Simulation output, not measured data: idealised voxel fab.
process module | voxel double patterning
cross-section cut | 280 nm wide | cells 5 nm
A cross-section is a grid of square cells, given in bands from the top down. A band is one or more rows of cells.
Each band's line starts with the height of the band's top and of its bottom, in nm. Then come its materials from left to right, each with its width in nm. One material with "throughout" fills the band from edge to edge. "air" is empty space.
Height 0 is the level under which the wafer as received is all one material. The lowest band goes on downwards, as in "0 down".
A width such as "30 to 40" changes by the same amount from each row of cells to the next, from the band's top row to its bottom row.
"no change" after a step means that no cell of the cross-section changed.
closed voids: empty space of 8 cells or more with no open way to the top, each as width x height at its distance from the left edge, in nm
after a step's settings: what the simulator itself notes on the step
overlay nm, on a step with a mask: how far to the right of its planned place the mask lay; to the left if negative
plan
1 op RECEIVE | material Si
2 op CONFORMAL_DEP | material SiO2 | thk nm 5
3 op DIRECTIONAL_DEP | material W | thk nm 10
4 op DIRECTIONAL_DEP | material SiN | thk nm 10
5 op MASKED_ETCH | tone open | mask id FIRST | width nm 15 | pitch nm 50 | etch materials SiN | depth nm 10 | overlay nm 0
6 op PATTERN | tone open | mask id SECOND | material resist | width nm 15 | pitch nm 50 | thk nm 15 | overlay nm 0
7 op DIRECTIONAL_ETCH | etch materials SiN | depth nm 10
8 op STRIP | etch materials resist
9 op DIRECTIONAL_ETCH | etch materials W | depth nm 10
10 op STRIP | etch materials SiN
as received, after step 1
  0 down: Si throughout
  closed voids: none
a wafer at the end: this start, this plan, one mistake
  15 to 5: W 80 | air 15 | W 10 | air 15 | W 10 | air 15 | W 10 | air 15 | W 10 | air 15 | W 85
  5 to 0: W throughout
  0 down: Si throughout
  closed voids: none
what went wrong: step 2 ran as: op CONFORMAL_DEP | material W | thk nm 5
